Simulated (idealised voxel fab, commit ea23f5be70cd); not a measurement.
process module | voxel self aligned vias
cross-section cut | 285 nm wide | cells 5 nm
A cross-section is a grid of square cells, given in bands from the top down. A band is one or more rows of cells.
Each band's line starts with the height of the band's top and of its bottom, in nm. Then come its materials from left to right, each with its width in nm. One material with "throughout" fills the band from edge to edge. "air" is empty space.
Height 0 is the level under which the wafer as received is all one material. The lowest band goes on downwards, as in "0 down".
A width such as "30 to 40" changes by the same amount from each row of cells to the next, from the band's top row to its bottom row.
"no change" after a step means that no cell of the cross-section changed.
closed voids: empty space of 8 cells or more with no open way to the top, each as width x height at its distance from the left edge, in nm
after a step's settings: what the simulator itself notes on the step
overlay nm, on a step with a mask: how far to the right of its planned place the mask lay; to the left if negative
plan
1 op RECEIVE | material Si
2 op CONFORMAL_DEP | material SiO2 | thk nm 10
3 op CONFORMAL_DEP | material SiCN | thk nm 5
4 op DIRECTIONAL_DEP | material SiO2 | thk nm 30
5 op PATTERN | tone open | mask id LINES | material resist | width nm 30 | pitch nm 60 | thk nm 15 | overlay nm 0
6 op DIRECTIONAL_ETCH | etch materials SiO2 | depth nm 30
7 op STRIP | etch materials resist
8 op CONFORMAL_DEP | material TiN | thk nm 5
9 op FILL_DEP | material W | thk nm 5
10 op CMP | height nm 45
11 op SELECTIVE_ETCH | etch materials W Ru TiN | depth nm 10
12 op FILL_DEP | material SiN | thk nm 5
13 op CMP | height nm 45
14 op DIRECTIONAL_DEP | material SiO2 | thk nm 15
15 op MASKED_ETCH | tone open | mask id VIAS | width nm 40 | pitch nm 60 | etch materials SiO2 | depth nm 15 | overlay nm 0
16 op MASKED_ETCH | tone open | mask id VIAS | width nm 40 | pitch nm 60 | etch materials SiN | depth nm 10 | overlay nm 0
17 op CONFORMAL_DEP | material TiN | thk nm 5
18 op FILL_DEP | material W | thk nm 10
19 op CMP | height nm 60
20 op CONFORMAL_DEP | material SiCN | thk nm 5
as received, after step 1
  0 down: Si throughout
  closed voids: none
first wafer at the end, as planned
  65 to 60: SiCN throughout
  60 to 50: SiO2 90 | TiN 5 | W 30 | TiN 5 | SiO2 20 | TiN 5 | W 30 | TiN 5 | SiO2 95
  50 to 40: SiO2 90 to 95 | TiN 10 to 5 | W 20 | TiN 10 to 5 | SiO2 20 to 30 | TiN 10 to 5 | W 20 | TiN 10 to 5 | SiO2 95 to 100
  40 to 35: SiO2 95 | TiN 30 | SiO2 30 | TiN 30 | SiO2 100
  35 to 20: SiO2 95 | TiN 5 | W 20 | TiN 5 | SiO2 30 | TiN 5 | W 20 | TiN 5 | SiO2 100
  20 to 15: SiO2 95 | TiN 30 | SiO2 30 | TiN 30 | SiO2 100
  15 to 10: SiCN throughout
  10 to 0: SiO2 throughout
  0 down: Si throughout
  closed voids: none
second wafer at the end: like start, like plan, one mistake
  65 to 60: SiCN throughout
  60 to 50: SiO2 90 | TiN 5 | W 30 | TiN 5 | SiO2 20 | TiN 5 | W 30 | TiN 5 | SiO2 95
  50 to 40: SiO2 90 to 95 | TiN 10 to 5 | W 20 | TiN 10 to 5 | SiO2 20 to 30 | TiN 10 to 5 | W 20 | TiN 10 to 5 | SiO2 95 to 100
  40 to 35: SiO2 95 | TiN 30 | SiO2 30 | TiN 30 | SiO2 100
  35 to 20: SiO2 95 | TiN 5 | W 20 | TiN 5 | SiO2 30 | TiN 5 | W 20 | TiN 5 | SiO2 100
  20 to 15: SiO2 95 | TiN 30 | SiO2 30 | TiN 30 | SiO2 100
  15 to 5: SiO2 throughout
  5 to 0: SiCN throughout
  0 down: Si throughout
  closed voids: none
what went wrong: steps 2 and 3 were swapped
at the end the second wafer has, in cells: as many of each material as the first, in other places
